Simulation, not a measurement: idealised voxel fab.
process module | voxel quadruple lines
cross-section cut | 185 nm wide | cells 5 nm
A cross-section is a grid of square cells, given in bands from the top down. A band is one or more rows of cells.
Each band's line starts with the height of the band's top and of its bottom, in nm. Then come its materials from left to right, each with its width in nm. One material with "throughout" fills the band from edge to edge. "air" is empty space.
Height 0 is the level under which the wafer as received is all one material. The lowest band goes on downwards, as in "0 down".
A width such as "30 to 40" changes by the same amount from each row of cells to the next, from the band's top row to its bottom row.
"no change" after a step means that no cell of the cross-section changed.
closed voids: empty space of 8 cells or more with no open way to the top, each as width x height at its distance from the left edge, in nm
after a step's settings: what the simulator itself notes on the step
overlay nm, on a step with a mask: how far to the right of its planned place the mask lay; to the left if negative
plan
1 op RECEIVE | material Si
2 op CONFORMAL_DEP | material Al2O3 | thk nm 10
3 op DIRECTIONAL_DEP | material Ru | thk nm 10
4 op DIRECTIONAL_DEP | material polySi | thk nm 20
5 op DIRECTIONAL_DEP | material aC | thk nm 20
6 op PATTERN | tone cover | mask id MANDREL | material resist | width nm 25 | pitch nm 80 | thk nm 30 | overlay nm 0
7 op DIRECTIONAL_ETCH | etch materials aC | depth nm 20
8 op STRIP | etch materials resist
9 op CONFORMAL_DEP | material SiO2 | thk nm 15
10 op DIRECTIONAL_ETCH | etch materials SiO2 | depth nm 15
11 op STRIP | etch materials aC
12 op DIRECTIONAL_ETCH | etch materials polySi | depth nm 20
13 op STRIP | etch materials SiO2
14 op CONFORMAL_DEP | material SiN | thk nm 5
15 op DIRECTIONAL_ETCH | etch materials SiN | depth nm 5
16 op STRIP | etch materials polySi
17 op DIRECTIONAL_ETCH | etch materials Ru | depth nm 10
18 op STRIP | etch materials SiN
as received, after step 1
  0 down: Si throughout
  closed voids: none
a wafer at the end: this start, this plan, one mistake
  40 to 20: aC throughout
  20 to 10: Ru throughout
  10 to 0: Al2O3 throughout
  0 down: Si throughout
  closed voids: none
what went wrong: steps 4 and 5 were swapped
